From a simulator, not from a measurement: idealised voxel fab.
process module | voxel wiring stack
cross-section cut | 260 nm wide | cells 5 nm
A cross-section is a grid of square cells, given in bands from the top down. A band is one or more rows of cells.
Each band's line starts with the height of the band's top and of its bottom, in nm. Then come its materials from left to right, each with its width in nm. One material with "throughout" fills the band from edge to edge. "air" is empty space.
Height 0 is the level under which the wafer as received is all one material. The lowest band goes on downwards, as in "0 down".
A width such as "30 to 40" changes by the same amount from each row of cells to the next, from the band's top row to its bottom row.
"no change" after a step means that no cell of the cross-section changed.
closed voids: empty space of 8 cells or more with no open way to the top, each as width x height at its distance from the left edge, in nm
after a step's settings: what the simulator itself notes on the step
overlay nm, on a step with a mask: how far to the right of its planned place the mask lay; to the left if negative
plan
1 op RECEIVE | material Si
2 op CONFORMAL_DEP | material SiO2 | thk nm 10
3 op CONFORMAL_DEP | material SiN | thk nm 5
4 op DIRECTIONAL_DEP | material lowk | thk nm 20
5 op PATTERN | tone open | mask id METAL_1 | material resist | width nm 20 | pitch nm 40 | thk nm 15 | overlay nm 0
6 op DIRECTIONAL_ETCH | etch materials lowk | depth nm 20
7 op DIRECTIONAL_ETCH | etch materials SiN | depth nm 5
8 op STRIP | etch materials resist
9 op CONFORMAL_DEP | material TiN | thk nm 5
10 op FILL_DEP | material Cu | thk nm 10
11 op CMP | height nm 35
12 op EPI | material Ru | thk nm 5
13 op FILL_DEP | material SiCN | thk nm 5
14 op DIRECTIONAL_DEP | material SiO2 | thk nm 15
15 op MASKED_ETCH | tone open | mask id PLUG_1 | width nm 15 | pitch nm 40 | etch materials SiO2 | depth nm 15 | overlay nm 0
16 op MASKED_ETCH | tone open | mask id PLUG_1 | width nm 15 | pitch nm 40 | etch materials SiCN | depth nm 5 | overlay nm 0
17 op EPI | material Ru | thk nm 10
18 op EPI | material Ru | thk nm 10
19 op CONFORMAL_DEP | material SiN | thk nm 5
20 op DIRECTIONAL_DEP | material SiO2 | thk nm 25
21 op PATTERN | tone open | mask id METAL_2 | material resist | width nm 20 | pitch nm 40 | thk nm 15 | overlay nm 0
22 op DIRECTIONAL_ETCH | etch materials SiO2 | depth nm 25
23 op DIRECTIONAL_ETCH | etch materials SiN | depth nm 5
24 op STRIP | etch materials resist
25 op CONFORMAL_DEP | material TiN | thk nm 5
26 op FILL_DEP | material W | thk nm 5
27 op CMP | height nm 90
28 op EPI | material Ru | thk nm 5
29 op FILL_DEP | material SiCN | thk nm 5
30 op DIRECTIONAL_DEP | material lowk | thk nm 35
31 op MASKED_ETCH | tone open | mask id METAL_3 | width nm 20 | pitch nm 40 | etch materials lowk | depth nm 20 | overlay nm 0
32 op DIRECTIONAL_DEP | material aC | thk nm 15
33 op PATTERN | tone open | mask id METAL_3_HOLES | material resist | width nm 15 | pitch nm 80 | thk nm 35 | overlay nm 0
34 op DIRECTIONAL_ETCH | etch materials aC | depth nm 15
35 op STRIP | etch materials resist
36 op DIRECTIONAL_ETCH | etch materials lowk | depth nm 15
37 op DIRECTIONAL_ETCH | etch materials SiCN | depth nm 5
38 op STRIP | etch materials aC
39 op CONFORMAL_DEP | material TiN | thk nm 5
40 op FILL_DEP | material Ru | thk nm 10
41 op CMP | height nm 135
42 op CONFORMAL_DEP | material SiCN | thk nm 5
as received, after step 1
  0 down: Si throughout
  closed voids: none
first wafer at the end, as planned
  140 to 135: SiCN throughout
  135 to 120: lowk 60 | TiN 5 | Ru 10 | TiN 5 | lowk 20 | TiN 5 | Ru 10 | TiN 5 | lowk 20 | TiN 5 | Ru 10 | TiN 5 | lowk 20 | TiN 5 | Ru 10 | TiN 5 | lowk 60
  120 to 115: lowk 60 | TiN 5 | Ru 5 | TiN 10 | lowk 20 | TiN 20 | lowk 20 | TiN 5 | Ru 5 | TiN 10 | lowk 20 | TiN 20 | lowk 60
  115 to 100: lowk 60 | TiN 5 | Ru 5 | TiN 5 | lowk 65 | TiN 5 | Ru 5 | TiN 5 | lowk 105
  100 to 95: SiCN 60 | TiN 15 | SiCN 65 | TiN 15 | SiCN 105
  95 to 90: SiCN 55 | Ru 30 | SiCN 10 | Ru 30 | SiCN 10 | Ru 30 | SiCN 10 | Ru 30 | SiCN 55
  90 to 65: SiO2 60 | TiN 5 | W 10 | TiN 5 | SiO2 20 | TiN 5 | W 10 | TiN 5 | SiO2 20 | TiN 5 | W 10 | TiN 5 | SiO2 20 | TiN 5 | W 10 | TiN 5 | SiO2 60
  65 to 60: SiN 60 | TiN 20 | SiN 20 | TiN 20 | SiN 20 | TiN 20 | SiN 20 | TiN 20 | SiN 60
  60 to 45: SiO2 60 | Ru 15 | SiO2 25 | Ru 15 | SiO2 25 | Ru 15 | SiO2 25 | Ru 15 | SiO2 65
  45 to 35: SiCN 60 to 55 | Ru 15 to 30 | SiCN 25 to 10 | Ru 15 to 30 | SiCN 25 to 10 | Ru 15 to 30 | SiCN 25 to 10 | Ru 15 to 30 | SiCN 65 to 55
  35 to 15: lowk 60 | TiN 5 | Cu 10 | TiN 5 | lowk 20 | TiN 5 | Cu 10 | TiN 5 | lowk 20 | TiN 5 | Cu 10 | TiN 5 | lowk 20 | TiN 5 | Cu 10 | TiN 5 | lowk 60
  15 to 10: SiN 60 | TiN 20 | SiN 20 | TiN 20 | SiN 20 | TiN 20 | SiN 20 | TiN 20 | SiN 60
  10 to 0: SiO2 throughout
  0 down: Si throughout
  closed voids: none
second wafer at the end: like start, like plan, one mistake
  140 to 135: SiCN throughout
  135 to 120: lowk 60 | TiN 5 | Ru 10 | TiN 5 | lowk 20 | TiN 5 | Ru 10 | TiN 5 | lowk 20 | TiN 5 | Ru 10 | TiN 5 | lowk 20 | TiN 5 | Ru 10 | TiN 5 | lowk 60
  120 to 115: lowk 60 | TiN 5 | Ru 5 | TiN 10 | lowk 20 | TiN 20 | lowk 20 | TiN 5 | Ru 5 | TiN 10 | lowk 20 | TiN 20 | lowk 60
  115 to 100: lowk 60 | TiN 5 | Ru 5 | TiN 5 | lowk 65 | TiN 5 | Ru 5 | TiN 5 | lowk 105
  100 to 95: SiCN 60 | TiN 15 | SiCN 65 | TiN 15 | SiCN 105
  95 to 90: SiCN 55 | Ru 30 | SiCN 10 | Ru 30 | SiCN 10 | Ru 30 | SiCN 10 | Ru 30 | SiCN 55
  90 to 65: SiO2 60 | TiN 5 | W 10 | TiN 5 | SiO2 20 | TiN 5 | W 10 | TiN 5 | SiO2 20 | TiN 5 | W 10 | TiN 5 | SiO2 20 | TiN 5 | W 10 | TiN 5 | SiO2 60
  65 to 60: SiN 60 | TiN 20 | SiN 20 | TiN 20 | SiN 20 | TiN 20 | SiN 20 | TiN 20 | SiN 60
  60 to 45: SiO2 60 | Ru 15 | SiO2 25 | Ru 15 | SiO2 25 | Ru 15 | SiO2 25 | Ru 15 | SiO2 65
  45 to 35: SiCN 60 to 55 | Ru 15 to 30 | SiCN 25 to 10 | Ru 15 to 30 | SiCN 25 to 10 | Ru 15 to 30 | SiCN 25 to 10 | Ru 15 to 30 | SiCN 65 to 55
  35 to 20: lowk 60 | TiN 5 | Cu 10 | TiN 5 | lowk 20 | TiN 5 | Cu 10 | TiN 5 | lowk 20 | TiN 5 | Cu 10 | TiN 5 | lowk 20 | TiN 5 | Cu 10 | TiN 5 | lowk 60
  20 to 15: SiN 60 | TiN 20 | SiN 20 | TiN 20 | SiN 20 | TiN 20 | SiN 20 | TiN 20 | SiN 60
  15 to 0: SiO2 throughout
  0 down: Si throughout
  closed voids: none
what went wrong: step 2 ran as: op CONFORMAL_DEP | material SiO2 | thk nm 15
at the end the second wafer has, in cells: 8 fewer of Cu | 52 more of SiO2 | 8 fewer of TiN | 36 fewer of lowk
